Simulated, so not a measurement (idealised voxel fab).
Herein follows the process module entitled voxel wiring stack.
This is section cut - it's 235 nm across, gridded in 5 nm square cells.
For the purposes of this document, a cross-section shall be understood as a grid of square cells, specified as bands listed in top-to-bottom order, each band consisting of one or more rows of cells. Heads up on the band format: heights come first, top then bottom, in nm. After that it's the materials left to right, each with its width in nm. A single material flagged "edge to edge" fills the whole band edge to edge, and "empty" means there's empty space there. The reference from which all heights are counted is 0, the level beneath which the as-received wafer is entirely one material; the lowest band, having no lower bound, proceeds downward and is written after the example "z 0 and below". When a width is written as two numbers, as in "30..40", the first number is the width in the top row of cells of the band and the second is the width in its bottom row, and the width changes by the same amount from each row to the next. Reading "no change" for a step: not a cell of the cross-section changed in it. Enclosed voids (no open way to top), threshold 8 cells or more, entry "Closed internal cavities", notation width x height at distance, distance from left edge, nm. Formally, on a step line, whatever follows the settings is a remark that the simulator itself makes on the step. You can add "overlay nm" to a step's line. For a step with a mask, it describes how far the mask lay to the right of its planned position, and a negative number describes a lay to the left.

LIST OF PLANNED PROCESS STEPS
| 1 | RECEIVE with material Si |
| 2 | CONFORMAL_DEP with material SiO2, thk nm 10 |
| 3 | CONFORMAL_DEP with material SiCN, thk nm 5 |
| 4 | DIRECTIONAL_DEP with material SiO2, thk nm 25 |
| 5 | MASKED_ETCH with tone open, mask id METAL_1, width nm 25, pitch nm 45, etch materials SiO2, depth nm 25, overlay nm 0 |
| 6 | MASKED_ETCH with tone open, mask id METAL_1, width nm 25, pitch nm 45, etch materials SiCN, depth nm 5, overlay nm 0 |
| 7 | CONFORMAL_DEP with material TiN, thk nm 5 |
| 8 | FILL_DEP with material Cu, thk nm 10 |
| 9 | CMP with height nm 40 |
| 10 | CONFORMAL_DEP with material SiCN, thk nm 5 |
| 11 | DIRECTIONAL_DEP with material lowk, thk nm 30 |
| 12 | DIRECTIONAL_DEP with material aC, thk nm 10 |
| 13 | PATTERN with tone open, mask id METAL_2_HOLES, material resist, width nm 15, pitch nm 90, thk nm 30, overlay nm 0 |
| 14 | DIRECTIONAL_ETCH with etch materials aC, depth nm 10 |
| 15 | STRIP with etch materials resist |
| 16 | DIRECTIONAL_ETCH with etch materials lowk, depth nm 30 |
| 17 | STRIP with etch materials aC |
| 18 | MASKED_ETCH with tone open, mask id METAL_2, width nm 25, pitch nm 45, etch materials lowk, depth nm 20, overlay nm 0 |
| 19 | MASKED_ETCH with tone open, mask id METAL_2, width nm 25, pitch nm 45, etch materials SiCN, depth nm 5, overlay nm 0 |
| 20 | CONFORMAL_DEP with material TiN, thk nm 5 |
| 21 | FILL_DEP with material Cu, thk nm 5 |
| 22 | CMP with height nm 75 |
| 23 | CONFORMAL_DEP with material SiCN, thk nm 5 |
| 24 | DIRECTIONAL_DEP with material lowk, thk nm 20 |
| 25 | MASKED_ETCH with tone open, mask id PLUG_2, width nm 15, pitch nm 90, etch materials lowk, depth nm 20, overlay nm 0 |
| 26 | MASKED_ETCH with tone open, mask id PLUG_2, width nm 15, pitch nm 90, etch materials SiCN, depth nm 5, overlay nm 0 |
| 27 | EPI with material Ru, thk nm 10 |
| 28 | EPI with material Ru, thk nm 10 |
| 29 | EPI with material Ru, thk nm 5 |
| 30 | CONFORMAL_DEP with material SiN, thk nm 5 |
| 31 | DIRECTIONAL_DEP with material lowk, thk nm 15 |
| 32 | PATTERN with tone open, mask id METAL_3, material resist, width nm 25, pitch nm 45, thk nm 20, overlay nm 0 |
| 33 | DIRECTIONAL_ETCH with etch materials lowk, depth nm 15 |
| 34 | DIRECTIONAL_ETCH with etch materials SiN, depth nm 5 |
| 35 | STRIP with etch materials resist |
| 36 | CONFORMAL_DEP with material TiN, thk nm 5 |
| 37 | FILL_DEP with material Cu, thk nm 10 |
| 38 | CMP with height nm 120 |
| 39 | EPI with material Ru, thk nm 5 |
| 40 | FILL_DEP with material SiCN, thk nm 5 |
| 41 | DIRECTIONAL_DEP with material SiO2, thk nm 10 |
| 42 | PATTERN with tone open, mask id PLUG_3, material resist, width nm 15, pitch nm 45, thk nm 15, overlay nm 0 |
| 43 | DIRECTIONAL_ETCH with etch materials SiO2, depth nm 10 |
| 44 | DIRECTIONAL_ETCH with etch materials SiCN, depth nm 5 |
| 45 | STRIP with etch materials resist |
| 46 | EPI with material Ru, thk nm 10 |
| 47 | EPI with material Ru, thk nm 5 |
| 48 | CONFORMAL_DEP with material SiCN, thk nm 5 |
| 49 | DIRECTIONAL_DEP with material SiO2, thk nm 20 |
| 50 | PATTERN with tone open, mask id METAL_4, material resist, width nm 25, pitch nm 45, thk nm 15, overlay nm 0 |
| 51 | DIRECTIONAL_ETCH with etch materials SiO2, depth nm 20 |
| 52 | DIRECTIONAL_ETCH with etch materials SiCN, depth nm 5 |
| 53 | STRIP with etch materials resist |
| 54 | CONFORMAL_DEP with material TiN, thk nm 5 |
| 55 | FILL_DEP with material W, thk nm 10 |
| 56 | CMP with height nm 165 |
| 57 | CONFORMAL_DEP with material SiCN, thk nm 5 |

CROSS-SECTION OF THE WAFER UPON ARRIVAL, REPRESENTING THE STATE REACHED AFTER STEP 1
- z 0 and below | Si edge to edge
- Closed internal cavities: none

FIRST WAFER AT THE END, AS PLANNED
- z 170 to 165 | SiCN edge to edge
- z 165 to 145 | 60 of SiO2  5 of TiN  15 of W  5 of TiN  20 of SiO2  5 of TiN  15 of W  5 of TiN  20 of SiO2  5 of TiN  15 of W  5 of TiN  60 of SiO2
- z 145 to 140 | 60 of SiCN  25 of TiN  20 of SiCN  25 of TiN  20 of SiCN  25 of TiN  60 of SiCN
- z 140 to 130 | 60 of SiO2  15 of Ru  30 of SiO2  15 of Ru  30 of SiO2  15 of Ru  70 of SiO2
- z 130 to 120 | 60..55 of SiCN  15..35 of Ru  30..10 of SiCN  15..35 of Ru  30..10 of SiCN  15..35 of Ru  70..55 of SiCN
- z 120 to 105 | 60 of lowk  5 of TiN  15 of Cu  5 of TiN  20 of lowk  5 of TiN  15 of Cu  5 of TiN  20 of lowk  5 of TiN  15 of Cu  5 of TiN  60 of lowk
- z 105 to 100 | 60 of SiN  25 of TiN  20 of SiN  25 of TiN  20 of SiN  25 of TiN  60 of SiN
- z 100 to 80 | 60 of lowk  15 of Ru  75 of lowk  15 of Ru  70 of lowk
- z 80 to 75 | 60 of SiCN  15 of Ru  75 of SiCN  15 of Ru  70 of SiCN
- z 75 to 60 | 60 of lowk  5 of TiN  15 of Cu  5 of TiN  20 of lowk  5 of TiN  15 of Cu  5 of TiN  20 of lowk  5 of TiN  15 of Cu  5 of TiN  60 of lowk
- z 60 to 55 | 60 of lowk  5 of TiN  5 of Cu  15 of TiN  20 of lowk  25 of TiN  20 of lowk  5 of TiN  5 of Cu  15 of TiN  60 of lowk
- z 55 to 45 | 60 of lowk  5 of TiN  5 of Cu  5 of TiN  75 of lowk  5 of TiN  5 of Cu  5 of TiN  70 of lowk
- z 45 to 40 | 60 of SiCN  15 of TiN  75 of SiCN  15 of TiN  70 of SiCN
- z 40 to 15 | 60 of SiO2  5 of TiN  15 of Cu  5 of TiN  20 of SiO2  5 of TiN  15 of Cu  5 of TiN  20 of SiO2  5 of TiN  15 of Cu  5 of TiN  60 of SiO2
- z 15 to 10 | 60 of SiCN  25 of TiN  20 of SiCN  25 of TiN  20 of SiCN  25 of TiN  60 of SiCN
- z 10 to 0 | SiO2 edge to edge
- z 0 and below | Si edge to edge
- Closed internal cavities: none

THE SECOND WAFER, SHOWN IN CROSS-SECTION AFTER THE MODULE: STARTED THE SAME WAY AS THE FIRST AND GIVEN THE SAME PLAN, YET ONE MISTAKE CREPT INTO HOW IT WAS RUN
- z 170 to 165 | SiCN edge to edge
- z 165 to 145 | 60 of SiO2  5 of TiN  15 of W  5 of TiN  20 of SiO2  5 of TiN  15 of W  5 of TiN  20 of SiO2  5 of TiN  15 of W  5 of TiN  60 of SiO2
- z 145 to 140 | 60 of SiCN  25 of TiN  20 of SiCN  25 of TiN  20 of SiCN  25 of TiN  60 of SiCN
- z 140 to 130 | 60 of SiO2  15 of Ru  30 of SiO2  15 of Ru  30 of SiO2  15 of Ru  70 of SiO2
- z 130 to 120 | 60..55 of SiCN  15..35 of Ru  30..10 of SiCN  15..35 of Ru  30..10 of SiCN  15..35 of Ru  70..55 of SiCN
- z 120 to 105 | 60 of lowk  5 of TiN  15 of Cu  5 of TiN  20 of lowk  5 of TiN  15 of Cu  5 of TiN  20 of lowk  5 of TiN  15 of Cu  5 of TiN  60 of lowk
- z 105 to 100 | 60 of SiN  25 of TiN  20 of SiN  25 of TiN  20 of SiN  25 of TiN  60 of SiN
- z 100 to 80 | 60 of lowk  15 of Ru  75 of lowk  15 of Ru  70 of lowk
- z 80 to 75 | 60 of SiCN  15 of Ru  75 of SiCN  15 of Ru  70 of SiCN
- z 75 to 60 | 60 of lowk  5 of TiN  15 of Cu  5 of TiN  20 of lowk  5 of TiN  15 of Cu  5 of TiN  20 of lowk  5 of TiN  15 of Cu  5 of TiN  60 of lowk
- z 60 to 55 | 60 of lowk  5 of TiN  5 of Cu  15 of TiN  20 of lowk  25 of TiN  20 of lowk  5 of TiN  5 of Cu  15 of TiN  60 of lowk
- z 55 to 45 | 60 of lowk  5 of TiN  5 of Cu  5 of TiN  75 of lowk  5 of TiN  5 of Cu  5 of TiN  70 of lowk
- z 45 to 40 | 60 of SiCN  15 of TiN  75 of SiCN  15 of TiN  70 of SiCN
- z 40 to 20 | 60 of SiO2  5 of TiN  15 of Cu  5 of TiN  20 of SiO2  5 of TiN  15 of Cu  5 of TiN  20 of SiO2  5 of TiN  15 of Cu  5 of TiN  60 of SiO2
- z 20 to 15 | 60 of SiO2  25 of TiN  20 of SiO2  25 of TiN  20 of SiO2  25 of TiN  60 of SiO2
- z 15 to 5 | SiO2 edge to edge
- z 5 to 0 | SiCN edge to edge
- z 0 and below | Si edge to edge
- Closed internal cavities: none
The plan and the run diverged here: steps 2 and 3 were swapped
Final comparison by cell count, materials where the second wafer has more or fewer than the first: -9 Cu | +15 SiCN | -6 TiN
